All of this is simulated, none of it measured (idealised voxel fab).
process module | voxel tone inversion
cross-section cut | 165 nm wide | cells 5 nm
A cross-section is a grid of square cells, given in bands from the top down. A band is one or more rows of cells.
Each band's line starts with the height of the band's top and of its bottom, in nm. Then come its materials from left to right, each with its width in nm. One material with "throughout" fills the band from edge to edge. "air" is empty space.
Height 0 is the level under which the wafer as received is all one material. The lowest band goes on downwards, as in "0 down".
A width such as "30 to 40" changes by the same amount from each row of cells to the next, from the band's top row to its bottom row.
"no change" after a step means that no cell of the cross-section changed.
closed voids: empty space of 8 cells or more with no open way to the top, each as width x height at its distance from the left edge, in nm
after a step's settings: what the simulator itself notes on the step
overlay nm, on a step with a mask: how far to the right of its planned place the mask lay; to the left if negative
plan
1 op RECEIVE | material Si
2 op CONFORMAL_DEP | material SiCN | thk nm 5
3 op DIRECTIONAL_DEP | material polySi | thk nm 15
4 op PATTERN | tone cover | mask id POSTS | material resist | width nm 15 | pitch nm 40 | thk nm 20 | overlay nm 0
5 op DIRECTIONAL_ETCH | etch materials polySi | depth nm 15
6 op STRIP | etch materials resist
7 op FILL_DEP | material SiO2 | thk nm 5
8 op CMP | height nm 20
9 op STRIP | etch materials polySi
first wafer, as planned
as received, after step 1
  0 down: Si throughout
  closed voids: none
after step 2
  5 to 0: SiCN throughout
  below 0: unchanged
after step 3
  20 to 5: polySi throughout
  below 5: unchanged
after step 4
  40 to 20: air 55 | resist 15 | air 25 | resist 15 | air 55
  below 20: unchanged
after step 5
  40 to 20: air 55 | resist 15 | air 25 | resist 15 | air 55
  20 to 5: air 55 | polySi 15 | air 25 | polySi 15 | air 55
  below 5: unchanged
after step 6
  20 to 5: air 55 | polySi 15 | air 25 | polySi 15 | air 55
  below 5: unchanged
after step 7
  25 to 20: SiO2 throughout
  20 to 5: SiO2 55 | polySi 15 | SiO2 25 | polySi 15 | SiO2 55
  below 5: unchanged
after step 8
  20 to 5: SiO2 55 | polySi 15 | SiO2 25 | polySi 15 | SiO2 55
  below 5: unchanged
after step 9
  20 to 5: SiO2 55 | air 15 | SiO2 25 | air 15 | SiO2 55
  below 5: unchanged
second wafer: like start, like plan, one mistake. Through step 3 it matches the first wafer
when step 4 should have ended
  40 to 20: air 50 | resist 25 | air 15 | resist 25 | air 50
  below 20: unchanged
when step 5 should have ended
  40 to 20: air 50 | resist 25 | air 15 | resist 25 | air 50
  20 to 5: air 50 | polySi 25 | air 15 | polySi 25 | air 50
  below 5: unchanged
when step 6 should have ended
  20 to 5: air 50 | polySi 25 | air 15 | polySi 25 | air 50
  below 5: unchanged
when step 7 should have ended
  25 to 20: SiO2 throughout
  20 to 5: SiO2 50 | polySi 25 | SiO2 15 | polySi 25 | SiO2 50
  below 5: unchanged
when step 8 should have ended
  20 to 5: SiO2 50 | polySi 25 | SiO2 15 | polySi 25 | SiO2 50
  below 5: unchanged
when step 9 should have ended
  20 to 5: SiO2 50 | air 25 | SiO2 15 | air 25 | SiO2 50
  below 5: unchanged
what went wrong: step 4 ran as: op PATTERN | tone cover | mask id POSTS | material resist | width nm 25 | pitch nm 40 | thk nm 20 | overlay nm 0
at the end the second wafer has, in cells: 12 fewer of SiO2
